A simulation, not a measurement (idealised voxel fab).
Herein follows the process module entitled voxel released beams.
In the cross-section labelled cut, the width is 145 nm and each square cell is 5 nm.
Cross-sections here: square-cell grids, written as top-down lists of bands, a band being one or more rows of cells.
A band entry consists of two parts. The first gives the height of the band's top and the height of its bottom, in nm. The rest lists the band's materials from left to right, each with its width in nm. A single material labelled with the word "throughout" fills the band from edge to edge, and the word "blank" marks empty space.
Ref level 0: as-received wafer is one material below here. Bottom band extends down with no lower bound ("0 nm and below").
Think of "30->40" as a width that walks from the first number to the second as you go down the band, top row to bottom row, taking equal-sized steps from row to row.
It should be understood that the words "remained the same", when stated for a given step, signify that the cross-section underwent no change in any of its cells during that step.
"Closed void inventory" - sealed voids, min. 8 cells, no opening to top; format: width x height at distance (distance from left edge; nm throughout).
Text after the settings on a step's line: the simulator's own remark on that step.
"overlay nm" answers the question of how far to the right of plan the mask lay on a step that has a mask, and when it is negative the answer is to the left.
**Intended process steps**
1. op RECEIVE | material Si
2. op CONFORMAL_DEP | material Al2O3 | thk nm 5
3. op DIRECTIONAL_DEP | material SiO2 | thk nm 15
4. op PATTERN | tone open | mask id ANCHOR | material resist | width nm 45 | thk nm 15 | overlay nm 0
5. op DIRECTIONAL_ETCH | etch materials SiO2 | depth nm 15
6. op STRIP | etch materials resist
7. op CONFORMAL_DEP | material W | thk nm 15
8. op MASKED_ETCH | tone cover | mask id BEAM | width nm 95 | etch materials W | depth nm 15 | overlay nm 0
9. op STRIP | etch materials SiO2
**First wafer out of two, processed as planned**
**Wafer as received: cross-section following step 1**
	0 nm and below: Si throughout
	Closed void inventory: none
**Wafer section view after processing step 2**
	5 nm to 0 nm: Al2O3 throughout
	At heights below 0, the structure remains unaltered.
**Wafer section view after processing step 3**
	20 nm to 5 nm: SiO2 throughout
	At heights below 5, the structure remains unaltered.
**Wafer section view after processing step 4**
	35 nm to 20 nm: 25 resist  45 blank  75 resist
	At heights below 20, the structure remains unaltered.
**Wafer section view after processing step 5**
	35 nm to 20 nm: 25 resist  45 blank  75 resist
	20 nm to 5 nm: 25 SiO2  45 blank  75 SiO2
	At heights below 5, the structure remains unaltered.
**Wafer section view after processing step 6**
	20 nm to 5 nm: 25 SiO2  45 blank  75 SiO2
	At heights below 5, the structure remains unaltered.
**Wafer section view after processing step 7**
	35 nm to 20 nm: 40 W  15 blank  90 W
	20 nm to 5 nm: 25 SiO2  45 W  75 SiO2
	At heights below 5, the structure remains unaltered.
**Wafer section view after processing step 8**
	35 nm to 20 nm: 20 blank  20 W  15 blank  60 W  30 blank
	At heights below 20, the structure remains unaltered.
**Wafer section view after processing step 9**
	35 nm to 20 nm: 20 blank  20 W  15 blank  60 W  30 blank
	20 nm to 5 nm: 25 blank  45 W  75 blank
	At heights below 5, the structure remains unaltered.
**What follows concerns the second wafer, which started out like the first and was meant to follow the very same plan; one mistake crept in when it was run, but everything up to and including step 3 is the same as for the first wafer**
**What the second wafer looks like in cross-section when step 4 should have wrapped up**
	35 nm to 20 nm: 30 resist  35 blank  80 resist
	At heights below 20, the structure remains unaltered.
**What the second wafer looks like in cross-section when step 5 should have wrapped up**
	35 nm to 20 nm: 30 resist  35 blank  80 resist
	20 nm to 5 nm: 30 SiO2  35 blank  80 SiO2
	At heights below 5, the structure remains unaltered.
**What the second wafer looks like in cross-section when step 6 should have wrapped up**
	20 nm to 5 nm: 30 SiO2  35 blank  80 SiO2
	At heights below 5, the structure remains unaltered.
**What the second wafer looks like in cross-section when step 7 should have wrapped up**
	35 nm to 20 nm: 45 W  5 blank  95 W
	20 nm to 5 nm: 30 SiO2  35 W  80 SiO2
	At heights below 5, the structure remains unaltered.
**What the second wafer looks like in cross-section when step 8 should have wrapped up**
	35 nm to 20 nm: 20 blank  25 W  5 blank  65 W  30 blank
	At heights below 20, the structure remains unaltered.
**What the second wafer looks like in cross-section when step 9 should have wrapped up**
	35 nm to 20 nm: 20 blank  25 W  5 blank  65 W  30 blank
	20 nm to 5 nm: 30 blank  35 W  80 blank
	At heights below 5, the structure remains unaltered.
Where did the run depart from the plan? step 4 was not run as planned; what actually ran was op PATTERN | tone open | mask id ANCHOR | material resist | width nm 35 | thk nm 15 | overlay nm 0
In the final comparison it is observed that the number of cells assigned to each material is identical for the two wafers, whereas their placement is not.
